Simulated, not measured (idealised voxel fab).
Process module under the name voxel gate over fins
The width of the displayed cross-section, cut, is 205 nm; its cells are square, with a size of 5 nm.
If you're reading a cross-section in this doc, picture square cells in a grid; it comes to you as bands, top ones listed first down to the bottom, and a band can be one or more rows of cells. Basically the band line says how high the top is and how high the bottom is, in nm, and then what's in it from left to right, every material with its width in nm. Empty space shows up as "air", and if a single material carries "all across" it runs the full band edge to edge. Where do heights start? At 0: under that level the wafer as delivered is made of one material only. And the lowest band has no floor; it just carries on downward, as in "0 down". Graded width ("30 to 40"): value in top row of band = first number; value in bottom row = second number; row-to-row change constant. Step marked "remains unaltered"? Then no cell in the cross-section changed in it. "Completely enclosed voids": empty spaces of 8 cells or more with no open way to the top, each given as width x height at distance, distance from the left edge, all in nm. Note: text after step settings on the step line = simulator remark on that step. overlay nm: where the mask lay relative to plan, measured to the right, on steps with a mask; negatives go left.

# Set out below are the planned steps of the process
1) RECEIVE (material Si)
2) CONFORMAL_DEP (material SiN; thk nm 10)
3) DIRECTIONAL_DEP (material aC; thk nm 10)
4) PATTERN (tone cover; mask id FINS; material resist; width nm 15; pitch nm 40; thk nm 30; overlay nm 0)
5) DIRECTIONAL_ETCH (etch materials aC; depth nm 10)
6) STRIP (etch materials resist)
7) DIRECTIONAL_ETCH (etch materials SiN; depth nm 10)
8) DIRECTIONAL_ETCH (etch materials Si; depth nm 35)
9) STRIP (etch materials aC)
10) OXIDIZE (depth nm 5)
11) FILL_DEP (material SiO2; thk nm 10)
12) CMP (height nm 10)
13) SELECTIVE_ETCH (etch materials SiO2; depth nm 25)
14) STRIP (etch materials SiN)
15) CONFORMAL_DEP (material HfO2; thk nm 5)
16) CONFORMAL_DEP (material TiN; thk nm 5)
17) CONFORMAL_DEP (material TiAl; thk nm 5)
18) CONFORMAL_DEP (material TiN; thk nm 5)
19) FILL_DEP (material W; thk nm 10)
20) CMP (height nm 25)
21) CONFORMAL_DEP (material SiCN; thk nm 10)

# first wafer, as planned

# Cross-section of the wafer as it came to us, i.e., already through step 1
  0 down | Si all across
  Completely enclosed voids: none

# Wafer xsec, post step 2
  10 to 0 | SiN all across
  Under 0: no change, same as before.

# Wafer xsec, post step 3
  20 to 10 | aC all across
  Under 10: no change, same as before.

# Wafer xsec, post step 4
  50 to 20 | air 55 nm, resist 15 nm, air 25 nm, resist 15 nm, air 25 nm, resist 15 nm, air 55 nm
  Under 20: no change, same as before.

# Wafer xsec, post step 5
  40 to 20 | air 55 nm, resist 15 nm, air 25 nm, resist 15 nm, air 25 nm, resist 15 nm, air 55 nm
  20 to 10 | air 55 nm, aC 15 nm, air 25 nm, aC 15 nm, air 25 nm, aC 15 nm, air 55 nm
  Under 10: no change, same as before.

# Wafer xsec, post step 6
  20 to 10 | air 55 nm, aC 15 nm, air 25 nm, aC 15 nm, air 25 nm, aC 15 nm, air 55 nm
  Under 10: no change, same as before.

# Wafer xsec, post step 7
  20 to 10 | air 55 nm, aC 15 nm, air 25 nm, aC 15 nm, air 25 nm, aC 15 nm, air 55 nm
  10 to 0 | air 55 nm, SiN 15 nm, air 25 nm, SiN 15 nm, air 25 nm, SiN 15 nm, air 55 nm
  Under 0: no change, same as before.

# Wafer xsec, post step 8
  20 to 10 | air 55 nm, aC 15 nm, air 25 nm, aC 15 nm, air 25 nm, aC 15 nm, air 55 nm
  10 to 0 | air 55 nm, SiN 15 nm, air 25 nm, SiN 15 nm, air 25 nm, SiN 15 nm, air 55 nm
  0 to -35 | air 55 nm, Si 15 nm, air 25 nm, Si 15 nm, air 25 nm, Si 15 nm, air 55 nm
  Under -35: no change, same as before.

# Wafer xsec, post step 9
  10 to 0 | air 55 nm, SiN 15 nm, air 25 nm, SiN 15 nm, air 25 nm, SiN 15 nm, air 55 nm
  Under 0: no change, same as before.

# Wafer xsec, post step 10
  10 to 0 | air 55 nm, SiN 15 nm, air 25 nm, SiN 15 nm, air 25 nm, SiN 15 nm, air 55 nm
  0 to -35 | air 55 nm, SiO2 5 nm, Si 5 nm, SiO2 5 nm, air 25 nm, SiO2 5 nm, Si 5 nm, SiO2 5 nm, air 25 nm, SiO2 5 nm, Si 5 nm, SiO2 5 nm, air 55 nm
  -35 to -40 | SiO2 60 nm, Si 5 nm, SiO2 35 nm, Si 5 nm, SiO2 35 nm, Si 5 nm, SiO2 60 nm
  Under -40: no change, same as before.

# Wafer xsec, post step 11
  20 to 10 | SiO2 all across
  10 to 0 | SiO2 55 nm, SiN 15 nm, SiO2 25 nm, SiN 15 nm, SiO2 25 nm, SiN 15 nm, SiO2 55 nm
  0 to -40 | SiO2 60 nm, Si 5 nm, SiO2 35 nm, Si 5 nm, SiO2 35 nm, Si 5 nm, SiO2 60 nm
  Under -40: no change, same as before.

# Wafer xsec, post step 12
  10 to 0 | SiO2 55 nm, SiN 15 nm, SiO2 25 nm, SiN 15 nm, SiO2 25 nm, SiN 15 nm, SiO2 55 nm
  Under 0: no change, same as before.

# Wafer xsec, post step 13
  10 to 0 | air 55 nm, SiN 15 nm, air 25 nm, SiN 15 nm, air 25 nm, SiN 15 nm, air 55 nm
  0 to -15 | air 60 nm, Si 5 nm, air 35 nm, Si 5 nm, air 35 nm, Si 5 nm, air 60 nm
  Under -15: no change, same as before.

# Wafer xsec, post step 14
  0 to -15 | air 60 nm, Si 5 nm, air 35 nm, Si 5 nm, air 35 nm, Si 5 nm, air 60 nm
  Under -15: no change, same as before.

# Wafer xsec, post step 15
  5 to 0 | air 55 nm, HfO2 15 nm, air 25 nm, HfO2 15 nm, air 25 nm, HfO2 15 nm, air 55 nm
  0 to -10 | air 55 nm, HfO2 5 nm, Si 5 nm, HfO2 5 nm, air 25 nm, HfO2 5 nm, Si 5 nm, HfO2 5 nm, air 25 nm, HfO2 5 nm, Si 5 nm, HfO2 5 nm, air 55 nm
  -10 to -15 | HfO2 60 nm, Si 5 nm, HfO2 35 nm, Si 5 nm, HfO2 35 nm, Si 5 nm, HfO2 60 nm
  Under -15: no change, same as before.

# Wafer xsec, post step 16
  10 to 5 | air 50 nm, TiN 25 nm, air 15 nm, TiN 25 nm, air 15 nm, TiN 25 nm, air 50 nm
  5 to 0 | air 50 nm, TiN 5 nm, HfO2 15 nm, TiN 5 nm, air 15 nm, TiN 5 nm, HfO2 15 nm, TiN 5 nm, air 15 nm, TiN 5 nm, HfO2 15 nm, TiN 5 nm, air 50 nm
  0 to -5 | air 50 nm, TiN 5 nm, HfO2 5 nm, Si 5 nm, HfO2 5 nm, TiN 5 nm, air 15 nm, TiN 5 nm, HfO2 5 nm, Si 5 nm, HfO2 5 nm, TiN 5 nm, air 15 nm, TiN 5 nm, HfO2 5 nm, Si 5 nm, HfO2 5 nm, TiN 5 nm, air 50 nm
  -5 to -10 | TiN 55 nm, HfO2 5 nm, Si 5 nm, HfO2 5 nm, TiN 25 nm, HfO2 5 nm, Si 5 nm, HfO2 5 nm, TiN 25 nm, HfO2 5 nm, Si 5 nm, HfO2 5 nm, TiN 55 nm
  Under -10: no change, same as before.

# Wafer xsec, post step 17
  15 to 10 | air 45 nm, TiAl 35 nm, air 5 nm, TiAl 35 nm, air 5 nm, TiAl 35 nm, air 45 nm
  10 to 5 | air 45 nm, TiAl 5 nm, TiN 25 nm, TiAl 5 nm, air 5 nm, TiAl 5 nm, TiN 25 nm, TiAl 5 nm, air 5 nm, TiAl 5 nm, TiN 25 nm, TiAl 5 nm, air 45 nm
  5 to 0 | air 45 nm, TiAl 5 nm, TiN 5 nm, HfO2 15 nm, TiN 5 nm, TiAl 5 nm, air 5 nm, TiAl 5 nm, TiN 5 nm, HfO2 15 nm, TiN 5 nm, TiAl 5 nm, air 5 nm, TiAl 5 nm, TiN 5 nm, HfO2 15 nm, TiN 5 nm, TiAl 5 nm, air 45 nm
  0 to -5 | TiAl 50 nm, TiN 5 nm, HfO2 5 nm, Si 5 nm, HfO2 5 nm, TiN 5 nm, TiAl 15 nm, TiN 5 nm, HfO2 5 nm, Si 5 nm, HfO2 5 nm, TiN 5 nm, TiAl 15 nm, TiN 5 nm, HfO2 5 nm, Si 5 nm, HfO2 5 nm, TiN 5 nm, TiAl 50 nm
  Under -5: no change, same as before.

# Wafer xsec, post step 18
  20 to 15 | air 40 nm, TiN 125 nm, air 40 nm
  15 to 10 | air 40 nm, TiN 5 nm, TiAl 35 nm, TiN 5 nm, TiAl 35 nm, TiN 5 nm, TiAl 35 nm, TiN 5 nm, air 40 nm
  10 to 5 | air 40 nm, TiN 5 nm, TiAl 5 nm, TiN 25 nm, TiAl 5 nm, TiN 5 nm, TiAl 5 nm, TiN 25 nm, TiAl 5 nm, TiN 5 nm, TiAl 5 nm, TiN 25 nm, TiAl 5 nm, TiN 5 nm, air 40 nm
  5 to 0 | TiN 45 nm, TiAl 5 nm, TiN 5 nm, HfO2 15 nm, TiN 5 nm, TiAl 5 nm, TiN 5 nm, TiAl 5 nm, TiN 5 nm, HfO2 15 nm, TiN 5 nm, TiAl 5 nm, TiN 5 nm, TiAl 5 nm, TiN 5 nm, HfO2 15 nm, TiN 5 nm, TiAl 5 nm, TiN 45 nm
  Under 0: no change, same as before.

# Wafer xsec, post step 19
  30 to 20 | W all across
  20 to 15 | W 40 nm, TiN 125 nm, W 40 nm
  15 to 10 | W 40 nm, TiN 5 nm, TiAl 35 nm, TiN 5 nm, TiAl 35 nm, TiN 5 nm, TiAl 35 nm, TiN 5 nm, W 40 nm
  10 to 5 | W 40 nm, TiN 5 nm, TiAl 5 nm, TiN 25 nm, TiAl 5 nm, TiN 5 nm, TiAl 5 nm, TiN 25 nm, TiAl 5 nm, TiN 5 nm, TiAl 5 nm, TiN 25 nm, TiAl 5 nm, TiN 5 nm, W 40 nm
  Under 5: no change, same as before.

# Wafer xsec, post step 20
  25 to 20 | W all across
  Under 20: no change, same as before.

# Wafer xsec, post step 21
  35 to 25 | SiCN all across
  Under 25: no change, same as before.

# The Second Wafer: Common Origin and Plan, One Mistake in Execution, Identical to the First Through Step 20

# Cross-section: second wafer, time at which step 21 was scheduled to end
  35 to 25 | SiN all across
  Under 25: no change, same as before.
Processing error: step 21 ran differently from the plan; actual operation with settings: CONFORMAL_DEP (material SiN; thk nm 10)
FYI, end of process, the second wafer has more or fewer cells of some materials than the first: SiCN: 82 fewer, SiN: 82 more
